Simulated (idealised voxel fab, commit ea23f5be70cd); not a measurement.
The document below concerns the process module designated voxel capacitor over wiring.
Cross-section cut spans 170 nm and uses square cells 5 nm in size.
Reading order for cross-sections: top band down to bottom band. Underlying form: a grid of square cells. Band size: one or more rows of cells.
Look at the band entry: it leads with the top's height and the bottom's height in nm. Then it lists the materials left to right, with a width in nm for each. The word "edge to edge" on a single material says that material fills the band edge to edge. The word "air" is empty space.
Counting heights begins at 0, where everything beneath is, in the wafer as received, one material. The lowest band has no bottom; it goes on downwards, as "0 nm and below" shows.
Width: "30->40" (first number = top row, second number = bottom row, same change from row to row of cells).
"remains unaltered" (step): cross-section cells unchanged, all of them.
"Closed cavity list" enumerates empty spaces isolated from the top, with no open way to it, that contain at least 8 cells, giving each as width x height at distance from the left edge, all three in nm.
after a step's settings: what the simulator itself notes on the step
On any step carrying a mask, the "overlay nm" setting, if present on the step's line, tells how far right of its planned place the mask lay; negative values point to the left.
-- Intended process steps
1. RECEIVE: material Si
2. CONFORMAL_DEP: material SiO2, thk nm 10
3. DIRECTIONAL_DEP: material TiN, thk nm 5
4. DIRECTIONAL_DEP: material Ru, thk nm 15
5. DIRECTIONAL_DEP: material aC, thk nm 15
6. PATTERN: tone cover, mask id METAL_1, material resist, width nm 20, pitch nm 80, thk nm 35, overlay nm 0
7. DIRECTIONAL_ETCH: etch materials aC, depth nm 15
8. STRIP: etch materials resist
9. DIRECTIONAL_ETCH: etch materials Ru, depth nm 15
10. DIRECTIONAL_ETCH: etch materials TiN, depth nm 5
11. STRIP: etch materials aC
12. FILL_DEP: material SiO2, thk nm 10
13. CMP: height nm 30
14. CONFORMAL_DEP: material SiCN, thk nm 5
15. DIRECTIONAL_DEP: material lowk, thk nm 15
16. DIRECTIONAL_DEP: material aC, thk nm 15
17. PATTERN: tone open, mask id PLUG_1, material resist, width nm 15, thk nm 30, overlay nm 0
18. DIRECTIONAL_ETCH: etch materials aC, depth nm 15
19. STRIP: etch materials resist
20. DIRECTIONAL_ETCH: etch materials lowk, depth nm 15
21. DIRECTIONAL_ETCH: etch materials SiCN, depth nm 5
22. STRIP: etch materials aC
23. CONFORMAL_DEP: material TiN, thk nm 5
24. FILL_DEP: material W, thk nm 5
25. CMP: height nm 50
26. DIRECTIONAL_DEP: material TiN, thk nm 10
27. DIRECTIONAL_DEP: material SiN, thk nm 5
28. DIRECTIONAL_DEP: material TiN, thk nm 10
29. MASKED_ETCH: tone cover, mask id UPPER_PLATE, width nm 65, etch materials TiN, depth nm 10, overlay nm 0
30. MASKED_ETCH: tone cover, mask id UPPER_PLATE, width nm 65, etch materials SiN, depth nm 5, overlay nm 0
31. PATTERN: tone cover, mask id LOWER_PLATE, material resist, width nm 75, thk nm 20, overlay nm 0
32. DIRECTIONAL_ETCH: etch materials TiN, depth nm 10
33. STRIP: etch materials resist
34. FILL_DEP: material SiO2, thk nm 15
35. CMP: height nm 85
36. DIRECTIONAL_DEP: material aC, thk nm 15
37. PATTERN: tone open, mask id PLUG_2, material resist, width nm 15, thk nm 30, overlay nm 0
38. DIRECTIONAL_ETCH: etch materials aC, depth nm 15
39. STRIP: etch materials resist
40. DIRECTIONAL_ETCH: etch materials SiO2, depth nm 10
41. STRIP: etch materials aC
42. CONFORMAL_DEP: material TiN, thk nm 5
43. FILL_DEP: material Cu, thk nm 5
44. CMP: height nm 85
45. CONFORMAL_DEP: material SiN, thk nm 5
-- Cross-section of the wafer upon arrival, representing the state reached after step 1
0 nm and below = Si edge to edge
Closed cavity list: none
-- As-planned run: cross-section of the first of two wafers at end of module
90 nm to 85 nm = SiN edge to edge
85 nm to 80 nm = SiO2 50 nm, TiN 5 nm, Cu 5 nm, TiN 5 nm, SiO2 105 nm
80 nm to 75 nm = SiO2 50 nm, TiN 15 nm, SiO2 105 nm
75 nm to 65 nm = SiO2 40 nm, TiN 65 nm, SiO2 65 nm
65 nm to 60 nm = SiO2 40 nm, SiN 65 nm, SiO2 65 nm
60 nm to 50 nm = SiO2 35 nm, TiN 75 nm, SiO2 60 nm
50 nm to 35 nm = lowk 40 nm, TiN 5 nm, W 5 nm, TiN 5 nm, lowk 115 nm
35 nm to 30 nm = SiCN 40 nm, TiN 15 nm, SiCN 115 nm
30 nm to 15 nm = SiO2 35 nm, Ru 20 nm, SiO2 60 nm, Ru 20 nm, SiO2 35 nm
15 nm to 10 nm = SiO2 35 nm, TiN 20 nm, SiO2 60 nm, TiN 20 nm, SiO2 35 nm
10 nm to 0 nm = SiO2 edge to edge
0 nm and below = Si edge to edge
Closed cavity list: none
-- Wafer two (of two), end-of-module cross-section: start = wafer one, plan = wafer one, one run mistake
90 nm to 85 nm = SiN edge to edge
85 nm to 80 nm = SiO2 50 nm, TiN 5 nm, Cu 5 nm, TiN 5 nm, SiO2 105 nm
80 nm to 75 nm = SiO2 50 nm, TiN 15 nm, SiO2 105 nm
75 nm to 65 nm = SiO2 40 nm, TiN 65 nm, SiO2 65 nm
65 nm to 60 nm = SiO2 30 nm, SiN 75 nm, SiO2 65 nm
60 nm to 50 nm = SiO2 30 nm, TiN 80 nm, SiO2 60 nm
50 nm to 35 nm = lowk 40 nm, TiN 5 nm, W 5 nm, TiN 5 nm, lowk 115 nm
35 nm to 30 nm = SiCN 40 nm, TiN 15 nm, SiCN 115 nm
30 nm to 15 nm = SiO2 35 nm, Ru 20 nm, SiO2 60 nm, Ru 20 nm, SiO2 35 nm
15 nm to 10 nm = SiO2 35 nm, TiN 20 nm, SiO2 60 nm, TiN 20 nm, SiO2 35 nm
10 nm to 0 nm = SiO2 edge to edge
0 nm and below = Si edge to edge
Closed cavity list: none
So what did we get wrong on this run? note that step 30 departed from the planned setting and was carried out as MASKED_ETCH: tone cover, mask id UPPER_PLATE, width nm 65, etch materials SiN, depth nm 5, overlay nm -10
at the end the second wafer has, in cells: SiN +2 | SiO2 -4 | TiN +2
